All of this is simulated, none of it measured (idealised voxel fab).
The document below concerns the process module designated voxel ribs on slabs.
This is section cut - it's 275 nm across, gridded in 5 nm square cells.
A cross-section is a grid of square cells, given in bands from the top down. A band is one or more rows of cells.
In this notation a band is specified by the heights of its top and bottom, in that order and in nm, after which its materials appear from left to right, each paired with its width in nm. The word "edge to edge" attached to a single material means that material fills the band from edge to edge; the word "empty" stands for empty space.
The reference from which all heights are counted is 0, the level beneath which the as-received wafer is entirely one material; the lowest band, having no lower bound, proceeds downward and is written after the example "z 0 and below".
A width such as "30->40" changes by the same amount from each row of cells to the next, from the band's top row to its bottom row.
Reading "nothing was modified" for a step: not a cell of the cross-section changed in it.
Voids not open to the top, 8 cells minimum: see "Fully closed voids". Written width x height at distance; distance is from the left edge; nm.
Step line, after settings: the simulator's comment on this step.
If you see "overlay nm" on a step's line and that step has a mask, it's telling you how far right of where it was planned the mask ended up; a negative number means it went left instead.

THE STEPS PLANNED FOR THE PROCESS ARE AS FOLLOWS
step 1: RECEIVE, material Si
step 2: DIRECTIONAL_DEP, material SiO2, thk nm 20
step 3: DIRECTIONAL_DEP, material SiN, thk nm 20
step 4: MASKED_ETCH, tone cover, mask id RIB, width nm 25, etch materials SiN, depth nm 10, overlay nm 0
step 5: MASKED_ETCH, tone cover, mask id SLAB, width nm 45, etch materials SiN, depth nm 10, overlay nm 0
step 6: FILL_DEP, material SiO2, thk nm 25
step 7: CMP, height nm 60
step 8: DIRECTIONAL_DEP, material TiN, thk nm 5
step 9: PATTERN, tone cover, mask id HEATER, material resist, width nm 35, thk nm 20, overlay nm 0
step 10: DIRECTIONAL_ETCH, etch materials TiN, depth nm 5
step 11: STRIP, etch materials resist
step 12: CONFORMAL_DEP, material SiN, thk nm 10
Variable across wafers: step 5 width nm (plan value is that of the first wafer; starting state common to all).

RECEIVED WAFERS, FIRST OF SEVERAL: CROSS-SECTION AFTER STEP 1
	z 0 and below | Si edge to edge
	Fully closed voids: none

NOTE: THE FOLLOWING TABLE IS ARRANGED BY WAFER, A ROW APIECE. EACH ROW REPORTS THE END-OF-MODULE STATE: PER MATERIAL, CELLS GAINED (+) OR CELLS LOST (-) COMPARED WITH THE WAFER AS RECEIVED; CLOSED VOIDS FOLLOW
width nm 45; +142 SiN; +632 SiO2; +7 TiN; Fully closed voids: none
width nm 50; +144 SiN; +630 SiO2; +7 TiN; Fully closed voids: none
width nm 55; +146 SiN; +628 SiO2; +7 TiN; Fully closed voids: none
width nm 60; +148 SiN; +626 SiO2; +7 TiN; Fully closed voids: none
width nm 65; +150 SiN; +624 SiO2; +7 TiN; Fully closed voids: none
width nm 70; +152 SiN; +622 SiO2; +7 TiN; Fully closed voids: none
